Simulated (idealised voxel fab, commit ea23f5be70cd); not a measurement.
process module | voxel capacitor over wiring
cross-section cut | 290 nm wide | cells 5 nm
A cross-section is a grid of square cells, given in bands from the top down. A band is one or more rows of cells.
Each band's line starts with the height of the band's top and of its bottom, in nm. Then come its materials from left to right, each with its width in nm. One material with "throughout" fills the band from edge to edge. "air" is empty space.
Height 0 is the level under which the wafer as received is all one material. The lowest band goes on downwards, as in "0 down".
A width such as "30 to 40" changes by the same amount from each row of cells to the next, from the band's top row to its bottom row.
"no change" after a step means that no cell of the cross-section changed.
closed voids: empty space of 8 cells or more with no open way to the top, each as width x height at its distance from the left edge, in nm
after a step's settings: what the simulator itself notes on the step
overlay nm, on a step with a mask: how far to the right of its planned place the mask lay; to the left if negative
plan
1 op RECEIVE | material Si
2 op CONFORMAL_DEP | material SiO2 | thk nm 10
3 op CONFORMAL_DEP | material SiN | thk nm 5
4 op DIRECTIONAL_DEP | material SiO2 | thk nm 25
5 op PATTERN | tone open | mask id METAL_1 | material resist | width nm 20 | pitch nm 75 | thk nm 15 | overlay nm 0
6 op DIRECTIONAL_ETCH | etch materials SiO2 | depth nm 25
7 op DIRECTIONAL_ETCH | etch materials SiN | depth nm 5
8 op STRIP | etch materials resist
9 op CONFORMAL_DEP | material TiN | thk nm 5
10 op FILL_DEP | material Cu | thk nm 5
11 op CMP | height nm 40
12 op CONFORMAL_DEP | material SiCN | thk nm 5
13 op DIRECTIONAL_DEP | material SiO2 | thk nm 15
14 op DIRECTIONAL_DEP | material aC | thk nm 15
15 op PATTERN | tone open | mask id PLUG_1 | material resist | width nm 15 | thk nm 35 | overlay nm 0
16 op DIRECTIONAL_ETCH | etch materials aC | depth nm 15
17 op STRIP | etch materials resist
18 op DIRECTIONAL_ETCH | etch materials SiO2 | depth nm 15
19 op DIRECTIONAL_ETCH | etch materials SiCN | depth nm 5
20 op STRIP | etch materials aC
21 op EPI | material Ru | thk nm 10
22 op EPI | material Ru | thk nm 10
23 op DIRECTIONAL_DEP | material TiN | thk nm 5
24 op DIRECTIONAL_DEP | material Al2O3 | thk nm 5
25 op DIRECTIONAL_DEP | material TiN | thk nm 5
26 op MASKED_ETCH | tone cover | mask id UPPER_PLATE | width nm 60 | etch materials TiN | depth nm 5 | overlay nm 0
27 op MASKED_ETCH | tone cover | mask id UPPER_PLATE | width nm 60 | etch materials Al2O3 | depth nm 5 | overlay nm 0
28 op MASKED_ETCH | tone cover | mask id LOWER_PLATE | width nm 70 | etch materials TiN | depth nm 5 | overlay nm 0
29 op FILL_DEP | material SiO2 | thk nm 15
30 op CMP | height nm 85
31 op PATTERN | tone open | mask id PLUG_2 | material resist | width nm 15 | thk nm 20 | overlay nm 0
32 op DIRECTIONAL_ETCH | etch materials SiO2 | depth nm 10
33 op STRIP | etch materials resist
34 op CONFORMAL_DEP | material TiN | thk nm 5
35 op FILL_DEP | material Ru | thk nm 5
36 op CMP | height nm 85
37 op CONFORMAL_DEP | material SiCN | thk nm 5
as received, after step 1
  0 down: Si throughout
  closed voids: none
first wafer at the end, as planned
  90 to 85: SiCN throughout
  85 to 80: SiO2 110 | TiN 5 | Ru 5 | TiN 5 | SiO2 165
  80 to 70: SiO2 110 to 100 | TiN 15 to 60 | SiO2 165 to 130
  70 to 65: SiO2 100 | Al2O3 60 | SiO2 130
  65 to 60: SiO2 95 | TiN 70 | SiO2 125
  60 to 45: SiO2 100 | Ru 15 | SiO2 175
  45 to 40: SiCN 100 | Ru 15 | SiCN 175
  40 to 15: SiO2 95 | TiN 5 | Cu 10 | TiN 5 | SiO2 55 | TiN 5 | Cu 10 | TiN 5 | SiO2 100
  15 to 10: SiN 95 | TiN 20 | SiN 55 | TiN 20 | SiN 100
  10 to 0: SiO2 throughout
  0 down: Si throughout
  closed voids: none
second wafer at the end: like start, like plan, one mistake
  90 to 85: SiCN throughout
  85 to 80: SiO2 110 | TiN 5 | Ru 5 | TiN 5 | SiO2 165
  80 to 70: SiO2 110 to 100 | TiN 15 to 60 | SiO2 165 to 130
  70 to 65: SiO2 100 | Al2O3 60 | SiO2 130
  65 to 60: SiO2 95 | TiN 70 | SiO2 125
  60 to 45: SiO2 100 | Ru 15 | SiO2 175
  45 to 40: SiCN 100 | Ru 15 | SiCN 175
  40 to 35: Cu throughout
  35 to 30: TiN 100 | Cu 10 | TiN 65 | Cu 10 | TiN 105
  30 to 5: SiO2 95 | TiN 5 | Cu 10 | TiN 5 | SiO2 55 | TiN 5 | Cu 10 | TiN 5 | SiO2 100
  5 to 0: SiN 95 | TiN 20 | SiN 55 | TiN 20 | SiN 100
  0 down: Si throughout
  closed voids: none
what went wrong: step 2 was left out
at the end the second wafer has, in cells: 62 more of Cu | 116 fewer of SiO2 | 54 more of TiN
